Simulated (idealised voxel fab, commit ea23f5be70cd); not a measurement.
process module | voxel gate over fins
cross-section cut | 220 nm wide | cells 5 nm
A cross-section is a grid of square cells, given in bands from the top down. A band is one or more rows of cells.
Each band's line starts with the height of the band's top and of its bottom, in nm. Then come its materials from left to right, each with its width in nm. One material with "throughout" fills the band from edge to edge. "air" is empty space.
Height 0 is the level under which the wafer as received is all one material. The lowest band goes on downwards, as in "0 down".
A width such as "30 to 40" changes by the same amount from each row of cells to the next, from the band's top row to its bottom row.
"no change" after a step means that no cell of the cross-section changed.
closed voids: empty space of 8 cells or more with no open way to the top, each as width x height at its distance from the left edge, in nm
after a step's settings: what the simulator itself notes on the step
overlay nm, on a step with a mask: how far to the right of its planned place the mask lay; to the left if negative
plan
1 op RECEIVE | material Si
2 op CONFORMAL_DEP | material SiN | thk nm 10
3 op DIRECTIONAL_DEP | material aC | thk nm 15
4 op PATTERN | tone cover | mask id FINS | material resist | width nm 15 | pitch nm 45 | thk nm 30 | overlay nm 0
5 op DIRECTIONAL_ETCH | etch materials aC | depth nm 15
6 op STRIP | etch materials resist
7 op DIRECTIONAL_ETCH | etch materials SiN | depth nm 10
8 op DIRECTIONAL_ETCH | etch materials Si | depth nm 30
9 op STRIP | etch materials aC
10 op FILL_DEP | material SiO2 | thk nm 5
11 op CMP | height nm 10
12 op SELECTIVE_ETCH | etch materials SiO2 | depth nm 20
13 op STRIP | etch materials SiN
14 op CONFORMAL_DEP | material HfO2 | thk nm 5
15 op CONFORMAL_DEP | material TiN | thk nm 5
16 op FILL_DEP | material W | thk nm 10
17 op CMP | height nm 15
18 op CONFORMAL_DEP | material SiCN | thk nm 10
first wafer, as planned
as received, after step 1
  0 down: Si throughout
  closed voids: none
after step 2
  10 to 0: SiN throughout
  below 0: unchanged
after step 3
  25 to 10: aC throughout
  below 10: unchanged
after step 4
  55 to 25: air 55 | resist 15 | air 30 | resist 15 | air 30 | resist 15 | air 60
  below 25: unchanged
after step 5
  40 to 25: air 55 | resist 15 | air 30 | resist 15 | air 30 | resist 15 | air 60
  25 to 10: air 55 | aC 15 | air 30 | aC 15 | air 30 | aC 15 | air 60
  below 10: unchanged
after step 6
  25 to 10: air 55 | aC 15 | air 30 | aC 15 | air 30 | aC 15 | air 60
  below 10: unchanged
after step 7
  25 to 10: air 55 | aC 15 | air 30 | aC 15 | air 30 | aC 15 | air 60
  10 to 0: air 55 | SiN 15 | air 30 | SiN 15 | air 30 | SiN 15 | air 60
  below 0: unchanged
after step 8
  25 to 10: air 55 | aC 15 | air 30 | aC 15 | air 30 | aC 15 | air 60
  10 to 0: air 55 | SiN 15 | air 30 | SiN 15 | air 30 | SiN 15 | air 60
  0 to -30: air 55 | Si 15 | air 30 | Si 15 | air 30 | Si 15 | air 60
  below -30: unchanged
after step 9
  10 to 0: air 55 | SiN 15 | air 30 | SiN 15 | air 30 | SiN 15 | air 60
  below 0: unchanged
after step 10
  15 to 10: SiO2 throughout
  10 to 0: SiO2 55 | SiN 15 | SiO2 30 | SiN 15 | SiO2 30 | SiN 15 | SiO2 60
  0 to -30: SiO2 55 | Si 15 | SiO2 30 | Si 15 | SiO2 30 | Si 15 | SiO2 60
  below -30: unchanged
after step 11
  10 to 0: SiO2 55 | SiN 15 | SiO2 30 | SiN 15 | SiO2 30 | SiN 15 | SiO2 60
  below 0: unchanged
after step 12
  10 to 0: air 55 | SiN 15 | air 30 | SiN 15 | air 30 | SiN 15 | air 60
  0 to -10: air 55 | Si 15 | air 30 | Si 15 | air 30 | Si 15 | air 60
  below -10: unchanged
after step 13
  0 to -10: air 55 | Si 15 | air 30 | Si 15 | air 30 | Si 15 | air 60
  below -10: unchanged
after step 14
  5 to 0: air 50 | HfO2 25 | air 20 | HfO2 25 | air 20 | HfO2 25 | air 55
  0 to -5: air 50 | HfO2 5 | Si 15 | HfO2 5 | air 20 | HfO2 5 | Si 15 | HfO2 5 | air 20 | HfO2 5 | Si 15 | HfO2 5 | air 55
  -5 to -10: HfO2 55 | Si 15 | HfO2 30 | Si 15 | HfO2 30 | Si 15 | HfO2 60
  below -10: unchanged
after step 15
  10 to 5: air 45 | TiN 35 | air 10 | TiN 35 | air 10 | TiN 35 | air 50
  5 to 0: air 45 | TiN 5 | HfO2 25 | TiN 5 | air 10 | TiN 5 | HfO2 25 | TiN 5 | air 10 | TiN 5 | HfO2 25 | TiN 5 | air 50
  0 to -5: TiN 50 | HfO2 5 | Si 15 | HfO2 5 | TiN 20 | HfO2 5 | Si 15 | HfO2 5 | TiN 20 | HfO2 5 | Si 15 | HfO2 5 | TiN 55
  below -5: unchanged
after step 16
  20 to 10: W throughout
  10 to 5: W 45 | TiN 35 | W 10 | TiN 35 | W 10 | TiN 35 | W 50
  5 to 0: W 45 | TiN 5 | HfO2 25 | TiN 5 | W 10 | TiN 5 | HfO2 25 | TiN 5 | W 10 | TiN 5 | HfO2 25 | TiN 5 | W 50
  below 0: unchanged
after step 17
  15 to 10: W throughout
  below 10: unchanged
after step 18
  25 to 15: SiCN throughout
  below 15: unchanged
second wafer: like start, like plan, one mistake. Through step 13 it matches the first wafer
when step 14 should have ended: no change
when step 15 should have ended
  5 to 0: air 50 | TiN 25 | air 20 | TiN 25 | air 20 | TiN 25 | air 55
  0 to -5: air 50 | TiN 5 | Si 15 | TiN 5 | air 20 | TiN 5 | Si 15 | TiN 5 | air 20 | TiN 5 | Si 15 | TiN 5 | air 55
  -5 to -10: TiN 55 | Si 15 | TiN 30 | Si 15 | TiN 30 | Si 15 | TiN 60
  below -10: unchanged
when step 16 should have ended
  15 to 5: W throughout
  5 to 0: W 50 | TiN 25 | W 20 | TiN 25 | W 20 | TiN 25 | W 55
  0 to -5: W 50 | TiN 5 | Si 15 | TiN 5 | W 20 | TiN 5 | Si 15 | TiN 5 | W 20 | TiN 5 | Si 15 | TiN 5 | W 55
  below -5: unchanged
when step 17 should have ended: no change
when step 18 should have ended
  25 to 15: SiCN throughout
  below 15: unchanged
what went wrong: step 14 was left out
at the end the second wafer has, in cells: 56 fewer of HfO2 | 56 more of W
